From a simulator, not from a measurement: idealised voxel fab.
process module | voxel transistor to metal
cross-section cut | 295 nm wide | cells 5 nm
A cross-section is a grid of square cells, given in bands from the top down. A band is one or more rows of cells.
Each band's line starts with the height of the band's top and of its bottom, in nm. Then come its materials from left to right, each with its width in nm. One material with "throughout" fills the band from edge to edge. "air" is empty space.
Height 0 is the level under which the wafer as received is all one material. The lowest band goes on downwards, as in "0 down".
A width such as "30 to 40" changes by the same amount from each row of cells to the next, from the band's top row to its bottom row.
"no change" after a step means that no cell of the cross-section changed.
closed voids: empty space of 8 cells or more with no open way to the top, each as width x height at its distance from the left edge, in nm
after a step's settings: what the simulator itself notes on the step
overlay nm, on a step with a mask: how far to the right of its planned place the mask lay; to the left if negative
Each pair below shows a cross-section before one step and the cross-section after it, down to the lowest band that changed. The line under each pair gives the step between them, with its settings. The pairs can come from different runs of this module on the same starting wafer, so a pair continues from the pair above only where its "before" says so.
before
  60 to 55: TiN 30 | air 10 | TiN 70 | air 10 | TiN 50 | air 10 | TiN 70 | air 10 | TiN 35
  55 to 40: SiO2 25 | TiN 5 | air 10 | TiN 5 | SiO2 60 | TiN 5 | air 10 | TiN 5 | SiO2 40 | TiN 5 | air 10 | TiN 5 | SiO2 60 | TiN 5 | air 10 | TiN 5 | SiO2 30
  40 to 30: SiO2 25 | TiN 5 | air 10 | TiN 5 | SiO2 20 | SiCN 20 | SiO2 20 | TiN 5 | air 10 | TiN 5 | SiO2 40 | TiN 5 | air 10 | TiN 5 | SiO2 20 | SiCN 20 | SiO2 20 | TiN 5 | air 10 | TiN 5 | SiO2 30
  30 to 15: SiO2 25 | TiN 5 | air 10 | TiN 5 | SiO2 20 | polySi 20 | SiO2 20 | TiN 5 | air 10 | TiN 5 | SiO2 40 | TiN 5 | air 10 | TiN 5 | SiO2 20 | polySi 20 | SiO2 20 | TiN 5 | air 10 | TiN 5 | SiO2 30
  15 to 10: SiO2 25 | TiN 20 | SiO2 20 | polySi 20 | SiO2 20 | TiN 20 | SiO2 40 | TiN 20 | SiO2 20 | polySi 20 | SiO2 20 | TiN 20 | SiO2 30
  10 to 0: SiO2 45 | pSi 15 | SiO2 5 | polySi 20 | SiO2 5 | pSi 15 | SiO2 80 | pSi 15 | SiO2 5 | polySi 20 | SiO2 5 | pSi 15 | SiO2 50
  0 to -5: SiO2 45 | pSi 15 | SiO2 30 | pSi 15 | SiO2 80 | pSi 15 | SiO2 30 | pSi 15 | SiO2 50
  -5 to -20: SiO2 20 | pSi 40 | Si 30 | pSi 40 | SiO2 30 | pSi 40 | Si 30 | pSi 40 | SiO2 25
  -20 down: Si throughout
  closed voids: none
after
  65 to 60: Ru throughout
  60 to 55: TiN 30 | Ru 10 | TiN 70 | Ru 10 | TiN 50 | Ru 10 | TiN 70 | Ru 10 | TiN 35
  55 to 40: SiO2 25 | TiN 5 | Ru 10 | TiN 5 | SiO2 60 | TiN 5 | Ru 10 | TiN 5 | SiO2 40 | TiN 5 | Ru 10 | TiN 5 | SiO2 60 | TiN 5 | Ru 10 | TiN 5 | SiO2 30
  40 to 30: SiO2 25 | TiN 5 | Ru 10 | TiN 5 | SiO2 20 | SiCN 20 | SiO2 20 | TiN 5 | Ru 10 | TiN 5 | SiO2 40 | TiN 5 | Ru 10 | TiN 5 | SiO2 20 | SiCN 20 | SiO2 20 | TiN 5 | Ru 10 | TiN 5 | SiO2 30
  30 to 15: SiO2 25 | TiN 5 | Ru 10 | TiN 5 | SiO2 20 | polySi 20 | SiO2 20 | TiN 5 | Ru 10 | TiN 5 | SiO2 40 | TiN 5 | Ru 10 | TiN 5 | SiO2 20 | polySi 20 | SiO2 20 | TiN 5 | Ru 10 | TiN 5 | SiO2 30
  below 15: unchanged
  closed voids: none
the step between: op FILL_DEP | material Ru | thk nm 5
before: the cross-section after the pair above
after
  55 to 40: SiO2 25 | TiN 5 | Ru 10 | TiN 5 | SiO2 60 | TiN 5 | Ru 10 | TiN 5 | SiO2 40 | TiN 5 | Ru 10 | TiN 5 | SiO2 60 | TiN 5 | Ru 10 | TiN 5 | SiO2 30
  below 40: unchanged
  closed voids: none
the step between: op CMP | height nm 55
before: the cross-section after the pair above
after
  60 to 55: SiCN throughout
  below 55: unchanged
  closed voids: none
the step between: op CONFORMAL_DEP | material SiCN | thk nm 5
before: the cross-section after the pair above
after
  80 to 60: SiO2 throughout
  below 60: unchanged
  closed voids: none
the step between: op DIRECTIONAL_DEP | material SiO2 | thk nm 20
before: the cross-section after the pair above
after
  90 to 80: aC throughout
  below 80: unchanged
  closed voids: none
the step between: op DIRECTIONAL_DEP | material aC | thk nm 10
before: the cross-section after the pair above
after
  120 to 90: resist 25 | air 20 | resist 60 | air 20 | resist 40 | air 20 | resist 60 | air 20 | resist 30
  below 90: unchanged
  closed voids: none
the step between: op PATTERN | tone open | mask id METAL_1 | material resist | width nm 20 | thk nm 30 | overlay nm 0
before: the cross-section after the pair above
after
  110 to 90: resist 25 | air 20 | resist 60 | air 20 | resist 40 | air 20 | resist 60 | air 20 | resist 30
  90 to 80: aC 25 | air 20 | aC 60 | air 20 | aC 40 | air 20 | aC 60 | air 20 | aC 30
  below 80: unchanged
  closed voids: none
the step between: op DIRECTIONAL_ETCH | etch materials aC | depth nm 10
before: the cross-section after the pair above
after
  90 to 80: aC 25 | air 20 | aC 60 | air 20 | aC 40 | air 20 | aC 60 | air 20 | aC 30
  below 80: unchanged
  closed voids: none
the step between: op STRIP | etch materials resist
before: the cross-section after the pair above
after
  90 to 80: aC 25 | air 20 | aC 60 | air 20 | aC 40 | air 20 | aC 60 | air 20 | aC 30
  80 to 60: SiO2 25 | air 20 | SiO2 60 | air 20 | SiO2 40 | air 20 | SiO2 60 | air 20 | SiO2 30
  below 60: unchanged
  closed voids: none
the step between: op DIRECTIONAL_ETCH | etch materials SiO2 | depth nm 20
before: the cross-section after the pair above
after
  90 to 80: aC 25 | air 20 | aC 60 | air 20 | aC 40 | air 20 | aC 60 | air 20 | aC 30
  80 to 60: SiO2 25 | air 20 | SiO2 60 | air 20 | SiO2 40 | air 20 | SiO2 60 | air 20 | SiO2 30
  60 to 55: SiCN 25 | air 20 | SiCN 60 | air 20 | SiCN 40 | air 20 | SiCN 60 | air 20 | SiCN 30
  below 55: unchanged
  closed voids: none
the step between: op DIRECTIONAL_ETCH | etch materials SiCN | depth nm 5
before: the cross-section after the pair above
after
  80 to 60: SiO2 25 | air 20 | SiO2 60 | air 20 | SiO2 40 | air 20 | SiO2 60 | air 20 | SiO2 30
  below 60: unchanged
  closed voids: none
the step between: op STRIP | etch materials aC
before: the cross-section after the pair above
after
  85 to 80: TiN 30 | air 10 | TiN 70 | air 10 | TiN 50 | air 10 | TiN 70 | air 10 | TiN 35
  80 to 60: SiO2 25 | TiN 5 | air 10 | TiN 5 | SiO2 60 | TiN 5 | air 10 | TiN 5 | SiO2 40 | TiN 5 | air 10 | TiN 5 | SiO2 60 | TiN 5 | air 10 | TiN 5 | SiO2 30
  60 to 55: SiCN 25 | TiN 20 | SiCN 60 | TiN 20 | SiCN 40 | TiN 20 | SiCN 60 | TiN 20 | SiCN 30
  below 55: unchanged
  closed voids: none
the step between: op CONFORMAL_DEP | material TiN | thk nm 5
before: the cross-section after the pair above
after
  90 to 85: Cu throughout
  85 to 80: TiN 30 | Cu 10 | TiN 70 | Cu 10 | TiN 50 | Cu 10 | TiN 70 | Cu 10 | TiN 35
  80 to 60: SiO2 25 | TiN 5 | Cu 10 | TiN 5 | SiO2 60 | TiN 5 | Cu 10 | TiN 5 | SiO2 40 | TiN 5 | Cu 10 | TiN 5 | SiO2 60 | TiN 5 | Cu 10 | TiN 5 | SiO2 30
  below 60: unchanged
  closed voids: none
the step between: op FILL_DEP | material Cu | thk nm 5
before: the cross-section after the pair above
after
  80 to 60: SiO2 25 | TiN 5 | Cu 10 | TiN 5 | SiO2 60 | TiN 5 | Cu 10 | TiN 5 | SiO2 40 | TiN 5 | Cu 10 | TiN 5 | SiO2 60 | TiN 5 | Cu 10 | TiN 5 | SiO2 30
  below 60: unchanged
  closed voids: none
the step between: op CMP | height nm 80
before: the cross-section after the pair above
after
  85 to 80: SiCN throughout
  below 80: unchanged
  closed voids: none
the step between: op CONFORMAL_DEP | material SiCN | thk nm 5
before
  15 to 5: air 20 | SiN 110 | air 30 | SiN 110 | air 25
  5 to 0: air 20 | SiO2 110 | air 30 | SiO2 110 | air 25
  0 to -20: air 20 | Si 110 | air 30 | Si 110 | air 25
  -20 down: Si throughout
  closed voids: none
after
  15 to 5: air 20 | SiN 110 | air 30 | SiN 110 | air 25
  5 to 0: air 20 | SiO2 110 | air 30 | SiO2 110 | air 25
  0 to -40: air 20 | Si 110 | air 30 | Si 110 | air 25
  below -40: unchanged
  closed voids: none
the step between: op MASKED_ETCH | tone cover | mask id ACTIVE | width nm 110 | pitch nm 140 | etch materials Si | depth nm 20 | overlay nm 0
before: the cross-section after the pair above
after
  20 to 15: SiO2 throughout
  15 to 5: SiO2 20 | SiN 110 | SiO2 30 | SiN 110 | SiO2 25
  5 to 0: SiO2 throughout
  0 to -40: SiO2 20 | Si 110 | SiO2 30 | Si 110 | SiO2 25
  below -40: unchanged
  closed voids: none
the step between: op FILL_DEP | material SiO2 | thk nm 5
before: the cross-section after the pair above
after
  15 to 5: SiO2 20 | SiN 110 | SiO2 30 | SiN 110 | SiO2 25
  below 5: unchanged
  closed voids: none
the step between: op CMP | height nm 15
before: the cross-section after the pair above
after
  15 to 10: air 20 | SiN 110 | air 30 | SiN 110 | air 25
  below 10: unchanged
  closed voids: none
the step between: op SELECTIVE_ETCH | etch materials SiO2 | depth nm 5
before: the cross-section after the pair above
after
  10 to 5: SiO2 20 | air 110 | SiO2 30 | air 110 | SiO2 25
  below 5: unchanged
  closed voids: none
the step between: op STRIP | etch materials SiN
before: the cross-section after the pair above
after
  5 to 0: SiO2 15 | air 120 | SiO2 20 | air 120 | SiO2 20
  below 0: unchanged
  closed voids: none
the step between: op SELECTIVE_ETCH | etch materials SiO2 | depth nm 5
before: the cross-section after the pair above
after
  5 to 0: SiO2 15 | air 120 | SiO2 20 | air 120 | SiO2 20
  0 to -5: SiO2 throughout
  below -5: unchanged
  closed voids: none
the step between: op OXIDIZE | depth nm 5
before: the cross-section after the pair above
after
  35 to 30: polySi 15 | air 120 | polySi 20 | air 120 | polySi 20
  30 to 5: polySi throughout
  5 to 0: SiO2 15 | polySi 120 | SiO2 20 | polySi 120 | SiO2 20
  below 0: unchanged
  closed voids: none
the step between: op DIRECTIONAL_DEP | material polySi | thk nm 30
before: the cross-section after the pair above
after
  45 to 40: SiCN 15 | air 120 | SiCN 20 | air 120 | SiCN 20
  40 to 35: SiCN throughout
  35 to 30: polySi 15 | SiCN 120 | polySi 20 | SiCN 120 | polySi 20
  below 30: unchanged
  closed voids: none
the step between: op DIRECTIONAL_DEP | material SiCN | thk nm 10
before: the cross-section after the pair above
after
  40 to 35: air 65 | SiCN 20 | air 120 | SiCN 20 | air 70
  35 to 30: polySi 15 | air 50 | SiCN 20 | air 50 | polySi 20 | air 50 | SiCN 20 | air 50 | polySi 20
  below 30: unchanged
  closed voids: none
the step between: op MASKED_ETCH | tone cover | mask id GATE | width nm 20 | pitch nm 140 | etch materials SiCN | depth nm 20 | overlay nm 0
before: the cross-section after the pair above
after
  40 to 30: air 65 | SiCN 20 | air 120 | SiCN 20 | air 70
  30 to 5: air 65 | polySi 20 | air 120 | polySi 20 | air 70
  5 to 0: SiO2 15 | air 50 | polySi 20 | air 50 | SiO2 20 | air 50 | polySi 20 | air 50 | SiO2 20
  below 0: unchanged
  closed voids: none
the step between: op MASKED_ETCH | tone cover | mask id GATE | width nm 20 | pitch nm 140 | etch materials polySi | depth nm 40 | overlay nm 0
before: the cross-section after the pair above
after
  45 to 40: air 60 | SiO2 30 | air 110 | SiO2 30 | air 65
  40 to 30: air 60 | SiO2 5 | SiCN 20 | SiO2 5 | air 110 | SiO2 5 | SiCN 20 | SiO2 5 | air 65
  30 to 10: air 60 | SiO2 5 | polySi 20 | SiO2 5 | air 110 | SiO2 5 | polySi 20 | SiO2 5 | air 65
  10 to 5: SiO2 20 | air 40 | SiO2 5 | polySi 20 | SiO2 5 | air 40 | SiO2 30 | air 40 | SiO2 5 | polySi 20 | SiO2 5 | air 40 | SiO2 25
  5 to 0: SiO2 65 | polySi 20 | SiO2 120 | polySi 20 | SiO2 70
  below 0: unchanged
  closed voids: none
the step between: op CONFORMAL_DEP | material SiO2 | thk nm 5
before: the cross-section after the pair above
after
  40 to 30: air 60 | SiO2 5 | SiCN 20 | SiO2 5 | air 110 | SiO2 5 | SiCN 20 | SiO2 5 | air 65
  30 to 5: air 60 | SiO2 5 | polySi 20 | SiO2 5 | air 110 | SiO2 5 | polySi 20 | SiO2 5 | air 65
  5 to 0: SiO2 20 | air 40 | SiO2 5 | polySi 20 | SiO2 5 | air 40 | SiO2 30 | air 40 | SiO2 5 | polySi 20 | SiO2 5 | air 40 | SiO2 25
  below 0: unchanged
  closed voids: none
the step between: op DIRECTIONAL_ETCH | etch materials SiO2 | depth nm 5
before: the cross-section after the pair above
after
  50 to 40: air 50 | SiN 50 | air 90 | SiN 50 | air 55
  40 to 30: air 50 | SiN 10 | SiO2 5 | SiCN 20 | SiO2 5 | SiN 10 | air 90 | SiN 10 | SiO2 5 | SiCN 20 | SiO2 5 | SiN 10 | air 55
  30 to 15: air 50 | SiN 10 | SiO2 5 | polySi 20 | SiO2 5 | SiN 10 | air 90 | SiN 10 | SiO2 5 | polySi 20 | SiO2 5 | SiN 10 | air 55
  15 to 10: SiN 30 | air 20 | SiN 10 | SiO2 5 | polySi 20 | SiO2 5 | SiN 10 | air 20 | SiN 50 | air 20 | SiN 10 | SiO2 5 | polySi 20 | SiO2 5 | SiN 10 | air 20 | SiN 35
  10 to 5: SiN 60 | SiO2 5 | polySi 20 | SiO2 5 | SiN 110 | SiO2 5 | polySi 20 | SiO2 5 | SiN 65
  5 to 0: SiO2 20 | SiN 40 | SiO2 5 | polySi 20 | SiO2 5 | SiN 40 | SiO2 30 | SiN 40 | SiO2 5 | polySi 20 | SiO2 5 | SiN 40 | SiO2 25
  below 0: unchanged
  closed voids: none
the step between: op CONFORMAL_DEP | material SiN | thk nm 10
before: the cross-section after the pair above
after
  40 to 30: air 50 | SiN 10 | SiO2 5 | SiCN 20 | SiO2 5 | SiN 10 | air 90 | SiN 10 | SiO2 5 | SiCN 20 | SiO2 5 | SiN 10 | air 55
  30 to 5: air 50 | SiN 10 | SiO2 5 | polySi 20 | SiO2 5 | SiN 10 | air 90 | SiN 10 | SiO2 5 | polySi 20 | SiO2 5 | SiN 10 | air 55
  5 to 0: SiO2 20 | SiN 10 | air 20 | SiN 10 | SiO2 5 | polySi 20 | SiO2 5 | SiN 10 | air 20 | SiN 10 | SiO2 30 | SiN 10 | air 20 | SiN 10 | SiO2 5 | polySi 20 | SiO2 5 | SiN 10 | air 20 | SiN 10 | SiO2 25
  below 0: unchanged
  closed voids: none
the step between: op DIRECTIONAL_ETCH | etch materials SiN | depth nm 10
before: the cross-section after the pair above
after
  40 to 35: air 50 | SiN 10 | air 5 | SiCN 20 | air 5 | SiN 10 | air 90 | SiN 10 | air 5 | SiCN 20 | air 5 | SiN 10 | air 55
  35 to 30: air 50 | SiN 10 | SiO2 5 | SiCN 20 | SiO2 5 | SiN 10 | air 90 | SiN 10 | SiO2 5 | SiCN 20 | SiO2 5 | SiN 10 | air 55
  30 to 5: air 50 | SiN 10 | SiO2 5 | polySi 20 | SiO2 5 | SiN 10 | air 90 | SiN 10 | SiO2 5 | polySi 20 | SiO2 5 | SiN 10 | air 55
  5 to 0: air 20 | SiN 10 | air 20 | SiN 10 | SiO2 5 | polySi 20 | SiO2 5 | SiN 10 | air 20 | SiN 10 | air 30 | SiN 10 | air 20 | SiN 10 | SiO2 5 | polySi 20 | SiO2 5 | SiN 10 | air 20 | SiN 10 | air 25
  0 to -5: SiO2 30 | air 20 | SiO2 50 | air 20 | SiO2 50 | air 20 | SiO2 50 | air 20 | SiO2 35
  below -5: unchanged
  closed voids: none
the step between: op DIRECTIONAL_ETCH | etch materials SiO2 | depth nm 5
before: the cross-section after the pair above
after
  40 to 35: air 50 | SiN 10 | air 5 | SiCN 20 | air 5 | SiN 10 | air 90 | SiN 10 | air 5 | SiCN 20 | air 5 | SiN 10 | air 55
  35 to 30: air 50 | SiN 10 | SiO2 5 | SiCN 20 | SiO2 5 | SiN 10 | air 90 | SiN 10 | SiO2 5 | SiCN 20 | SiO2 5 | SiN 10 | air 55
  30 to 5: air 50 | SiN 10 | SiO2 5 | polySi 20 | SiO2 5 | SiN 10 | air 90 | SiN 10 | SiO2 5 | polySi 20 | SiO2 5 | SiN 10 | air 55
  5 to 0: air 20 | SiN 10 | air 20 | SiN 10 | SiO2 5 | polySi 20 | SiO2 5 | SiN 10 | air 20 | SiN 10 | air 30 | SiN 10 | air 20 | SiN 10 | SiO2 5 | polySi 20 | SiO2 5 | SiN 10 | air 20 | SiN 10 | air 25
  0 to -5: SiO2 30 | air 20 | SiO2 50 | air 20 | SiO2 50 | air 20 | SiO2 50 | air 20 | SiO2 35
  -5 to -20: SiO2 20 | Si 10 | air 20 | Si 50 | air 20 | Si 10 | SiO2 30 | Si 10 | air 20 | Si 50 | air 20 | Si 10 | SiO2 25
  below -20: unchanged
  closed voids: none
the step between: op DIRECTIONAL_ETCH | etch materials Si | depth nm 15
before: the cross-section after the pair above
after
  40 to 35: air 50 | SiN 10 | air 5 | SiCN 20 | air 5 | SiN 10 | air 90 | SiN 10 | air 5 | SiCN 20 | air 5 | SiN 10 | air 55
  35 to 30: air 50 | SiN 10 | SiO2 5 | SiCN 20 | SiO2 5 | SiN 10 | air 90 | SiN 10 | SiO2 5 | SiCN 20 | SiO2 5 | SiN 10 | air 55
  30 to 10: air 50 | SiN 10 | SiO2 5 | polySi 20 | SiO2 5 | SiN 10 | air 90 | SiN 10 | SiO2 5 | polySi 20 | SiO2 5 | SiN 10 | air 55
  10 to 5: air 25 | pSi 25 | SiN 10 | SiO2 5 | polySi 20 | SiO2 5 | SiN 10 | pSi 25 | air 40 | pSi 25 | SiN 10 | SiO2 5 | polySi 20 | SiO2 5 | SiN 10 | pSi 25 | air 30
  5 to 0: air 20 | SiN 10 | pSi 20 | SiN 10 | SiO2 5 | polySi 20 | SiO2 5 | SiN 10 | pSi 20 | SiN 10 | air 30 | SiN 10 | pSi 20 | SiN 10 | SiO2 5 | polySi 20 | SiO2 5 | SiN 10 | pSi 20 | SiN 10 | air 25
  0 to -5: SiO2 30 | pSi 20 | SiO2 50 | pSi 20 | SiO2 50 | pSi 20 | SiO2 50 | pSi 20 | SiO2 35
  -5 to -20: SiO2 20 | Si 10 | pSi 20 | Si 50 | pSi 20 | Si 10 | SiO2 30 | Si 10 | pSi 20 | Si 50 | pSi 20 | Si 10 | SiO2 25
  below -20: unchanged
  closed voids: none
the step between: op EPI | material pSi | thk nm 15
before: the cross-section after the pair above
after
  50 to 40: SiO2 throughout
  40 to 30: SiO2 50 | SiN 10 | SiO2 5 | SiCN 20 | SiO2 5 | SiN 10 | SiO2 90 | SiN 10 | SiO2 5 | SiCN 20 | SiO2 5 | SiN 10 | SiO2 55
  30 to 10: SiO2 50 | SiN 10 | SiO2 5 | polySi 20 | SiO2 5 | SiN 10 | SiO2 90 | SiN 10 | SiO2 5 | polySi 20 | SiO2 5 | SiN 10 | SiO2 55
  10 to 5: SiO2 25 | pSi 25 | SiN 10 | SiO2 5 | polySi 20 | SiO2 5 | SiN 10 | pSi 25 | SiO2 40 | pSi 25 | SiN 10 | SiO2 5 | polySi 20 | SiO2 5 | SiN 10 | pSi 25 | SiO2 30
  5 to 0: SiO2 20 | SiN 10 | pSi 20 | SiN 10 | SiO2 5 | polySi 20 | SiO2 5 | SiN 10 | pSi 20 | SiN 10 | SiO2 30 | SiN 10 | pSi 20 | SiN 10 | SiO2 5 | polySi 20 | SiO2 5 | SiN 10 | pSi 20 | SiN 10 | SiO2 25
  below 0: unchanged
  closed voids: none
the step between: op FILL_DEP | material SiO2 | thk nm 10
before: the cross-section after the pair above
after
  40 to 30: SiO2 50 | SiN 10 | SiO2 5 | SiCN 20 | SiO2 5 | SiN 10 | SiO2 90 | SiN 10 | SiO2 5 | SiCN 20 | SiO2 5 | SiN 10 | SiO2 55
  below 30: unchanged
  closed voids: none
the step between: op CMP | height nm 40
before: the cross-section after the pair above
after
  55 to 40: SiO2 throughout
  below 40: unchanged
  closed voids: none
the step between: op DIRECTIONAL_DEP | material SiO2 | thk nm 15
before: the cross-section after the pair above
after
  75 to 55: resist 25 | air 20 | resist 60 | air 20 | resist 40 | air 20 | resist 60 | air 20 | resist 30
  below 55: unchanged
  closed voids: none
the step between: op PATTERN | tone open | mask id CONTACT | material resist | width nm 20 | thk nm 20 | overlay nm 0
before: the cross-section after the pair above
after
  75 to 55: resist 25 | air 20 | resist 60 | air 20 | resist 40 | air 20 | resist 60 | air 20 | resist 30
  55 to 40: SiO2 25 | air 20 | SiO2 60 | air 20 | SiO2 40 | air 20 | SiO2 60 | air 20 | SiO2 30
  40 to 30: SiO2 25 | air 20 | SiO2 5 | SiN 10 | SiO2 5 | SiCN 20 | SiO2 5 | SiN 10 | SiO2 5 | air 20 | SiO2 40 | air 20 | SiO2 5 | SiN 10 | SiO2 5 | SiCN 20 | SiO2 5 | SiN 10 | SiO2 5 | air 20 | SiO2 30
  30 to 10: SiO2 25 | air 20 | SiO2 5 | SiN 10 | SiO2 5 | polySi 20 | SiO2 5 | SiN 10 | SiO2 5 | air 20 | SiO2 40 | air 20 | SiO2 5 | SiN 10 | SiO2 5 | polySi 20 | SiO2 5 | SiN 10 | SiO2 5 | air 20 | SiO2 30
  below 10: unchanged
  closed voids: none
the step between: op DIRECTIONAL_ETCH | etch materials SiO2 | depth nm 45
before: the cross-section after the pair above
after
  55 to 40: SiO2 25 | air 20 | SiO2 60 | air 20 | SiO2 40 | air 20 | SiO2 60 | air 20 | SiO2 30
  below 40: unchanged
  closed voids: none
the step between: op STRIP | etch materials resist
before: the cross-section after the pair above
after
  60 to 55: TiN 30 | air 10 | TiN 70 | air 10 | TiN 50 | air 10 | TiN 70 | air 10 | TiN 35
  55 to 40: SiO2 25 | TiN 5 | air 10 | TiN 5 | SiO2 60 | TiN 5 | air 10 | TiN 5 | SiO2 40 | TiN 5 | air 10 | TiN 5 | SiO2 60 | TiN 5 | air 10 | TiN 5 | SiO2 30
  40 to 30: SiO2 25 | TiN 5 | air 10 | TiN 5 | SiO2 5 | SiN 10 | SiO2 5 | SiCN 20 | SiO2 5 | SiN 10 | SiO2 5 | TiN 5 | air 10 | TiN 5 | SiO2 40 | TiN 5 | air 10 | TiN 5 | SiO2 5 | SiN 10 | SiO2 5 | SiCN 20 | SiO2 5 | SiN 10 | SiO2 5 | TiN 5 | air 10 | TiN 5 | SiO2 30
  30 to 15: SiO2 25 | TiN 5 | air 10 | TiN 5 | SiO2 5 | SiN 10 | SiO2 5 | polySi 20 | SiO2 5 | SiN 10 | SiO2 5 | TiN 5 | air 10 | TiN 5 | SiO2 40 | TiN 5 | air 10 | TiN 5 | SiO2 5 | SiN 10 | SiO2 5 | polySi 20 | SiO2 5 | SiN 10 | SiO2 5 | TiN 5 | air 10 | TiN 5 | SiO2 30
  15 to 10: SiO2 25 | TiN 20 | SiO2 5 | SiN 10 | SiO2 5 | polySi 20 | SiO2 5 | SiN 10 | SiO2 5 | TiN 20 | SiO2 40 | TiN 20 | SiO2 5 | SiN 10 | SiO2 5 | polySi 20 | SiO2 5 | SiN 10 | SiO2 5 | TiN 20 | SiO2 30
  below 10: unchanged
  closed voids: none
the step between: op CONFORMAL_DEP | material TiN | thk nm 5
before: the cross-section after the pair above
after
  65 to 60: Ru throughout
  60 to 55: TiN 30 | Ru 10 | TiN 70 | Ru 10 | TiN 50 | Ru 10 | TiN 70 | Ru 10 | TiN 35
  55 to 40: SiO2 25 | TiN 5 | Ru 10 | TiN 5 | SiO2 60 | TiN 5 | Ru 10 | TiN 5 | SiO2 40 | TiN 5 | Ru 10 | TiN 5 | SiO2 60 | TiN 5 | Ru 10 | TiN 5 | SiO2 30
  40 to 30: SiO2 25 | TiN 5 | Ru 10 | TiN 5 | SiO2 5 | SiN 10 | SiO2 5 | SiCN 20 | SiO2 5 | SiN 10 | SiO2 5 | TiN 5 | Ru 10 | TiN 5 | SiO2 40 | TiN 5 | Ru 10 | TiN 5 | SiO2 5 | SiN 10 | SiO2 5 | SiCN 20 | SiO2 5 | SiN 10 | SiO2 5 | TiN 5 | Ru 10 | TiN 5 | SiO2 30
  30 to 15: SiO2 25 | TiN 5 | Ru 10 | TiN 5 | SiO2 5 | SiN 10 | SiO2 5 | polySi 20 | SiO2 5 | SiN 10 | SiO2 5 | TiN 5 | Ru 10 | TiN 5 | SiO2 40 | TiN 5 | Ru 10 | TiN 5 | SiO2 5 | SiN 10 | SiO2 5 | polySi 20 | SiO2 5 | SiN 10 | SiO2 5 | TiN 5 | Ru 10 | TiN 5 | SiO2 30
  below 15: unchanged
  closed voids: none
the step between: op FILL_DEP | material Ru | thk nm 5
before: the cross-section after the pair above
after
  55 to 40: SiO2 25 | TiN 5 | Ru 10 | TiN 5 | SiO2 60 | TiN 5 | Ru 10 | TiN 5 | SiO2 40 | TiN 5 | Ru 10 | TiN 5 | SiO2 60 | TiN 5 | Ru 10 | TiN 5 | SiO2 30
  below 40: unchanged
  closed voids: none
the step between: op CMP | height nm 55
before: the cross-section after the pair above
after
  60 to 55: SiCN throughout
  below 55: unchanged
  closed voids: none
the step between: op CONFORMAL_DEP | material SiCN | thk nm 5
before: the cross-section after the pair above
after
  80 to 60: SiO2 throughout
  below 60: unchanged
  closed voids: none
the step between: op DIRECTIONAL_DEP | material SiO2 | thk nm 20
before: the cross-section after the pair above
after
  90 to 80: aC throughout
  below 80: unchanged
  closed voids: none
the step between: op DIRECTIONAL_DEP | material aC | thk nm 10
before: the cross-section after the pair above
after
  120 to 90: resist 25 | air 20 | resist 60 | air 20 | resist 40 | air 20 | resist 60 | air 20 | resist 30
  below 90: unchanged
  closed voids: none
the step between: op PATTERN | tone open | mask id METAL_1 | material resist | width nm 20 | thk nm 30 | overlay nm 0
before: the cross-section after the pair above
after
  110 to 90: resist 25 | air 20 | resist 60 | air 20 | resist 40 | air 20 | resist 60 | air 20 | resist 30
  90 to 80: aC 25 | air 20 | aC 60 | air 20 | aC 40 | air 20 | aC 60 | air 20 | aC 30
  below 80: unchanged
  closed voids: none
the step between: op DIRECTIONAL_ETCH | etch materials aC | depth nm 10
before: the cross-section after the pair above
after
  90 to 80: aC 25 | air 20 | aC 60 | air 20 | aC 40 | air 20 | aC 60 | air 20 | aC 30
  below 80: unchanged
  closed voids: none
the step between: op STRIP | etch materials resist
before: the cross-section after the pair above
after
  90 to 80: aC 25 | air 20 | aC 60 | air 20 | aC 40 | air 20 | aC 60 | air 20 | aC 30
  80 to 60: SiO2 25 | air 20 | SiO2 60 | air 20 | SiO2 40 | air 20 | SiO2 60 | air 20 | SiO2 30
  below 60: unchanged
  closed voids: none
the step between: op DIRECTIONAL_ETCH | etch materials SiO2 | depth nm 20
before: the cross-section after the pair above
after
  90 to 80: aC 25 | air 20 | aC 60 | air 20 | aC 40 | air 20 | aC 60 | air 20 | aC 30
  80 to 60: SiO2 25 | air 20 | SiO2 60 | air 20 | SiO2 40 | air 20 | SiO2 60 | air 20 | SiO2 30
  60 to 55: SiCN 25 | air 20 | SiCN 60 | air 20 | SiCN 40 | air 20 | SiCN 60 | air 20 | SiCN 30
  below 55: unchanged
  closed voids: none
the step between: op DIRECTIONAL_ETCH | etch materials SiCN | depth nm 5
before: the cross-section after the pair above
after
  80 to 60: SiO2 25 | air 20 | SiO2 60 | air 20 | SiO2 40 | air 20 | SiO2 60 | air 20 | SiO2 30
  below 60: unchanged
  closed voids: none
the step between: op STRIP | etch materials aC
before: the cross-section after the pair above
after
  85 to 80: TiN 30 | air 10 | TiN 70 | air 10 | TiN 50 | air 10 | TiN 70 | air 10 | TiN 35
  80 to 60: SiO2 25 | TiN 5 | air 10 | TiN 5 | SiO2 60 | TiN 5 | air 10 | TiN 5 | SiO2 40 | TiN 5 | air 10 | TiN 5 | SiO2 60 | TiN 5 | air 10 | TiN 5 | SiO2 30
  60 to 55: SiCN 25 | TiN 20 | SiCN 60 | TiN 20 | SiCN 40 | TiN 20 | SiCN 60 | TiN 20 | SiCN 30
  below 55: unchanged
  closed voids: none
the step between: op CONFORMAL_DEP | material TiN | thk nm 5
before: the cross-section after the pair above
after
  90 to 85: Cu throughout
  85 to 80: TiN 30 | Cu 10 | TiN 70 | Cu 10 | TiN 50 | Cu 10 | TiN 70 | Cu 10 | TiN 35
  80 to 60: SiO2 25 | TiN 5 | Cu 10 | TiN 5 | SiO2 60 | TiN 5 | Cu 10 | TiN 5 | SiO2 40 | TiN 5 | Cu 10 | TiN 5 | SiO2 60 | TiN 5 | Cu 10 | TiN 5 | SiO2 30
  below 60: unchanged
  closed voids: none
the step between: op FILL_DEP | material Cu | thk nm 5
before: the cross-section after the pair above
after
  80 to 60: SiO2 25 | TiN 5 | Cu 10 | TiN 5 | SiO2 60 | TiN 5 | Cu 10 | TiN 5 | SiO2 40 | TiN 5 | Cu 10 | TiN 5 | SiO2 60 | TiN 5 | Cu 10 | TiN 5 | SiO2 30
  below 60: unchanged
  closed voids: none
the step between: op CMP | height nm 80
before: the cross-section after the pair above
after
  85 to 80: SiCN throughout
  below 80: unchanged
  closed voids: none
the step between: op CONFORMAL_DEP | material SiCN | thk nm 5
